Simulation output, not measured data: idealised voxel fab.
The name of this process module is voxel released beams.
The cross-section on display is named cut; it measures 265 nm wide, and its cells are 5 nm squares.
How to read a cross-section here: the picture is a grid of square cells, written as bands going from the top down, and any band can span one or more rows of cells.
What a band's entry tells you: where the top is and where the bottom is, as heights in nm, and after that what lies inside, material by material from left to right, each with its width in nm. Empty space is written as the word "blank", and a single material marked with the word "everywhere" occupies the band from edge to edge.
Height datum 0, below which the as-received substrate wafer is one material. Lowest band open at the bottom, running downward: "top 0, no bottom".
It should be noted that a width expressed as "30->40" varies in equal increments from row to row of cells within the band, taking the value of the first number at the top row and that of the second number at the bottom row.
"nothing changed" means the step left every cell of the cross-section as it was.
"Sealed void inventory" lists enclosed empty spaces (at least 8 cells, no open path upward to the top), each as width x height at distance from the left edge, in nm.
Whatever follows a step's settings on its line is a remark the simulator itself makes about that step.
The line of a step may include "overlay nm". On a step with a mask, this value is how far to the right of its planned place the mask lay. A negative value means the mask lay to the left.

-- Here's what the planned process steps look like
1. op RECEIVE | material Si
2. op CONFORMAL_DEP | material Al2O3 | thk nm 10
3. op DIRECTIONAL_DEP | material SiO2 | thk nm 10
4. op MASKED_ETCH | tone open | mask id ANCHOR | width nm 40 | etch materials SiO2 | depth nm 10 | overlay nm 0
5. op CONFORMAL_DEP | material W | thk nm 15
6. op MASKED_ETCH | tone cover | mask id BEAM | width nm 90 | etch materials W | depth nm 15 | overlay nm 0
7. op STRIP | etch materials SiO2

-- The following pertains to the first of two wafers, which was processed as planned

-- Cross-section, incoming material, after step 1
> top 0, no bottom  Si everywhere
> Sealed void inventory: none

-- Cross-section of the wafer after step 2
> top 10, bottom 0  Al2O3 everywhere
> Everything under 0 stays put, no change at all.

-- Cross-section of the wafer after step 3
> top 20, bottom 10  SiO2 everywhere
> Everything under 10 stays put, no change at all.

-- Cross-section of the wafer after step 4
> top 20, bottom 10  90 of SiO2, 40 of blank, 135 of SiO2
> Everything under 10 stays put, no change at all.

-- Cross-section of the wafer after step 5
> top 35, bottom 25  105 of W, 10 of blank, 150 of W
> top 25, bottom 20  W everywhere
> top 20, bottom 10  90 of SiO2, 40 of W, 135 of SiO2
> Everything under 10 stays put, no change at all.

-- Cross-section of the wafer after step 6
> top 35, bottom 25  85 of blank, 20 of W, 10 of blank, 60 of W, 90 of blank
> top 25, bottom 20  85 of blank, 90 of W, 90 of blank
> Everything under 20 stays put, no change at all.

-- Cross-section of the wafer after step 7
> top 35, bottom 25  85 of blank, 20 of W, 10 of blank, 60 of W, 90 of blank
> top 25, bottom 20  85 of blank, 90 of W, 90 of blank
> top 20, bottom 10  90 of blank, 40 of W, 135 of blank
> Everything under 10 stays put, no change at all.

-- Second wafer - shared start and plan with the first - one error in running - same as the first up to step 5 inclusive

-- Cross-section, second wafer, at the end time the plan gives for step 6
> top 35, bottom 20  85 of W, 90 of blank, 90 of W
> top 20, bottom 10  90 of SiO2, 15 of W, 10 of blank, 15 of W, 135 of SiO2
> Everything under 10 stays put, no change at all.

-- Cross-section, second wafer, at the end time the plan gives for step 7
> top 20, bottom 10  90 of blank, 15 of W, 10 of blank, 15 of W, 135 of blank
> Everything under 10 stays put, no change at all.
Heads up, the wafer didn't run the way we planned it: not per plan at step 6, really ran op MASKED_ETCH | tone open | mask id BEAM | width nm 90 | etch materials W | depth nm 15 | overlay nm 0
Materials where the second wafer ends with more or fewer cells than the first: -54 W
